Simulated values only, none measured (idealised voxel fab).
process module | voxel wiring stack
cross-section cut | 245 nm wide | cells 5 nm
A cross-section is a grid of square cells, given in bands from the top down. A band is one or more rows of cells.
Each band's line starts with the height of the band's top and of its bottom, in nm. Then come its materials from left to right, each with its width in nm. One material with "throughout" fills the band from edge to edge. "air" is empty space.
Height 0 is the level under which the wafer as received is all one material. The lowest band goes on downwards, as in "0 down".
A width such as "30 to 40" changes by the same amount from each row of cells to the next, from the band's top row to its bottom row.
"no change" after a step means that no cell of the cross-section changed.
closed voids: empty space of 8 cells or more with no open way to the top, each as width x height at its distance from the left edge, in nm
after a step's settings: what the simulator itself notes on the step
overlay nm, on a step with a mask: how far to the right of its planned place the mask lay; to the left if negative
plan
1 op RECEIVE | material Si
2 op CONFORMAL_DEP | material SiO2 | thk nm 15
3 op DIRECTIONAL_DEP | material TiN | thk nm 5
4 op DIRECTIONAL_DEP | material Ru | thk nm 15
5 op MASKED_ETCH | tone cover | mask id METAL_1 | width nm 30 | pitch nm 60 | etch materials Ru | depth nm 15 | overlay nm 0
6 op MASKED_ETCH | tone cover | mask id METAL_1 | width nm 30 | pitch nm 60 | etch materials TiN | depth nm 5 | overlay nm 0
7 op CONFORMAL_DEP | material SiCN | thk nm 5
8 op FILL_DEP | material SiO2 | thk nm 5
9 op CMP | height nm 35
10 op CONFORMAL_DEP | material SiCN | thk nm 5
11 op DIRECTIONAL_DEP | material lowk | thk nm 25
12 op PATTERN | tone open | mask id METAL_2 | material resist | width nm 30 | pitch nm 60 | thk nm 20 | overlay nm 0
13 op DIRECTIONAL_ETCH | etch materials lowk | depth nm 15
14 op STRIP | etch materials resist
15 op PATTERN | tone open | mask id METAL_2_HOLES | material resist | width nm 15 | pitch nm 120 | thk nm 15 | overlay nm 0
16 op DIRECTIONAL_ETCH | etch materials lowk | depth nm 10
17 op DIRECTIONAL_ETCH | etch materials SiCN | depth nm 5
18 op STRIP | etch materials resist
19 op CONFORMAL_DEP | material TiN | thk nm 5
20 op FILL_DEP | material Cu | thk nm 5
21 op CMP | height nm 65
22 op CONFORMAL_DEP | material SiCN | thk nm 5
23 op DIRECTIONAL_DEP | material SiO2 | thk nm 30
24 op MASKED_ETCH | tone open | mask id METAL_3 | width nm 30 | pitch nm 60 | etch materials SiO2 | depth nm 15 | overlay nm 0
25 op DIRECTIONAL_DEP | material aC | thk nm 10
26 op PATTERN | tone open | mask id METAL_3_HOLES | material resist | width nm 15 | pitch nm 120 | thk nm 25 | overlay nm 0
27 op DIRECTIONAL_ETCH | etch materials aC | depth nm 10
28 op STRIP | etch materials resist
29 op DIRECTIONAL_ETCH | etch materials SiO2 | depth nm 15
30 op DIRECTIONAL_ETCH | etch materials SiCN | depth nm 5
31 op STRIP | etch materials aC
32 op CONFORMAL_DEP | material TiN | thk nm 5
33 op FILL_DEP | material Cu | thk nm 10
34 op CMP | height nm 100
35 op CONFORMAL_DEP | material SiCN | thk nm 5
36 op DIRECTIONAL_DEP | material lowk | thk nm 10
37 op MASKED_ETCH | tone open | mask id PLUG_3 | width nm 15 | pitch nm 60 | etch materials lowk | depth nm 10 | overlay nm 0
38 op MASKED_ETCH | tone open | mask id PLUG_3 | width nm 15 | pitch nm 60 | etch materials SiCN | depth nm 5 | overlay nm 0
39 op CONFORMAL_DEP | material TiN | thk nm 5
40 op FILL_DEP | material Cu | thk nm 5
41 op CMP | height nm 115
42 op CONFORMAL_DEP | material SiN | thk nm 5
43 op DIRECTIONAL_DEP | material SiO2 | thk nm 25
44 op PATTERN | tone open | mask id METAL_4 | material resist | width nm 30 | pitch nm 60 | thk nm 15 | overlay nm 0
45 op DIRECTIONAL_ETCH | etch materials SiO2 | depth nm 25
46 op DIRECTIONAL_ETCH | etch materials SiN | depth nm 5
47 op STRIP | etch materials resist
48 op CONFORMAL_DEP | material TiN | thk nm 5
49 op FILL_DEP | material W | thk nm 10
50 op CMP | height nm 145
51 op EPI | material Ru | thk nm 5
52 op FILL_DEP | material SiCN | thk nm 5
as received, after step 1
  0 down: Si throughout
  closed voids: none
a wafer at the end: this start, this plan, one mistake
  155 to 150: SiCN throughout
  150 to 145: SiCN 40 | Ru 40 | SiCN 20 | Ru 40 | SiCN 20 | Ru 40 | SiCN 45
  145 to 120: SiO2 45 | TiN 5 | W 20 | TiN 5 | SiO2 30 | TiN 5 | W 20 | TiN 5 | SiO2 30 | TiN 5 | W 20 | TiN 5 | SiO2 50
  120 to 115: SiN 45 | TiN 30 | SiN 30 | TiN 30 | SiN 30 | TiN 30 | SiN 50
  115 to 105: lowk 45 | TiN 5 | Cu 5 | TiN 5 | lowk 45 | TiN 5 | Cu 5 | TiN 5 | lowk 45 | TiN 5 | Cu 5 | TiN 5 | lowk 65
  105 to 100: SiCN 45 | TiN 15 | SiCN 45 | TiN 15 | SiCN 45 | TiN 15 | SiCN 65
  100 to 95: SiO2 45 | TiN 5 | Cu 20 | TiN 5 | SiO2 30 | TiN 5 | Cu 20 | TiN 5 | SiO2 30 | TiN 5 | Cu 20 | TiN 5 | SiO2 50
  95 to 90: SiO2 45 | TiN 5 | Cu 5 | TiN 20 | SiO2 30 | TiN 30 | SiO2 30 | TiN 5 | Cu 5 | TiN 20 | SiO2 50
  90 to 75: SiO2 45 | TiN 5 | Cu 5 | TiN 5 | SiO2 105 | TiN 5 | Cu 5 | TiN 5 | SiO2 65
  75 to 70: SiCN 45 | TiN 15 | SiCN 105 | TiN 15 | SiCN 65
  70 to 65: TiN 50 | Cu 20 | TiN 40 | Cu 20 | TiN 40 | Cu 20 | TiN 55
  65 to 55: lowk 45 | TiN 5 | Cu 20 | TiN 5 | lowk 30 | TiN 5 | Cu 20 | TiN 5 | lowk 30 | TiN 5 | Cu 20 | TiN 5 | lowk 50
  55 to 50: lowk 45 | TiN 5 | Cu 5 | TiN 20 | lowk 30 | TiN 30 | lowk 30 | TiN 5 | Cu 5 | TiN 20 | lowk 50
  50 to 40: lowk 45 | TiN 5 | Cu 5 | TiN 5 | lowk 105 | TiN 5 | Cu 5 | TiN 5 | lowk 65
  40 to 35: SiCN 45 | TiN 15 | SiCN 105 | TiN 15 | SiCN 65
  35 to 20: SiO2 40 | SiCN 5 | Ru 30 | SiCN 5 | SiO2 20 | SiCN 5 | Ru 30 | SiCN 5 | SiO2 20 | SiCN 5 | Ru 30 | SiCN 5 | SiO2 45
  20 to 15: SiCN 45 | TiN 30 | SiCN 30 | TiN 30 | SiCN 30 | TiN 30 | SiCN 50
  15 to 0: SiO2 throughout
  0 down: Si throughout
  closed voids: none
what went wrong: step 21 ran as: op CMP | height nm 70
